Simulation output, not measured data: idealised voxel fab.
Module name: voxel local oxidation (process module)
The cross-section shown here is cut; it is 205 nm wide and divided into square cells measuring 5 nm on a side.
Notation: cross-section as square-cell grid; stated in bands, top first, going down; one or more cell rows per band.
Heights first: top, then bottom, in nm. Then materials, left to right, each with a width in nm. "edge to edge" on a single material: fills the band edge to edge. "air": empty space.
Beneath 0, the wafer as received is one material, and that level is where height counting begins. The lowest band goes on downward without a bottom; it is written like "0 down".
Width "30 to 40": first value at the band's top row of cells, second value at its bottom row, equal change from row to row.
"nothing different" after a step means that no cell of the cross-section changed.
The entry "Unvented internal voids" lists the empty spaces that cover at least 8 cells and have no open path to the top. Each is written as width x height at distance, where the distance is measured from the left edge and all three values are in nm.
The remark found on a step's line after its settings is issued by the simulator itself and pertains to that step.
overlay nm, on a step with a mask: how far to the right of its planned place the mask lay; to the left if negative

PLANNED PROCESS STEPS
step 1: RECEIVE [material Si]
step 2: OXIDIZE [depth nm 5]
step 3: CONFORMAL_DEP [material SiN] [thk nm 10]
step 4: MASKED_ETCH [tone cover] [mask id ACTIVE] [width nm 100] [etch materials SiN] [depth nm 10] [overlay nm 0]
step 5: SELECTIVE_ETCH [etch materials SiO2] [depth nm 5]
step 6: OXIDIZE [depth nm 10]
step 7: STRIP [etch materials SiN]

CROSS-SECTION OF THE WAFER AT RECEIPT, WHICH IS THE CONDITION AFTER STEP 1
0 down = Si edge to edge
Unvented internal voids: none

FIRST WAFER AT THE END, AS PLANNED
0 to -5 = air 55 nm / SiO2 90 nm / air 60 nm
-5 to -15 = SiO2 65 nm / Si 70 nm / SiO2 70 nm
-15 down = Si edge to edge
Unvented internal voids: none

SAME START, SAME PLAN AS THE FIRST WAFER - BUT ONE MISTAKE IN THE RUN. CROSS-SECTION OF THE SECOND OF THE TWO AT THE END OF THE MODULE
-5 to -15 = SiO2 edge to edge
-15 down = Si edge to edge
Unvented internal voids: none
Here's what went sideways: step 3 of the plan: omitted, not performed
Wrapping up, a cell-based count of both wafers puts the second over or under the first for these materials: Si: 28 fewer, SiO2: 10 more
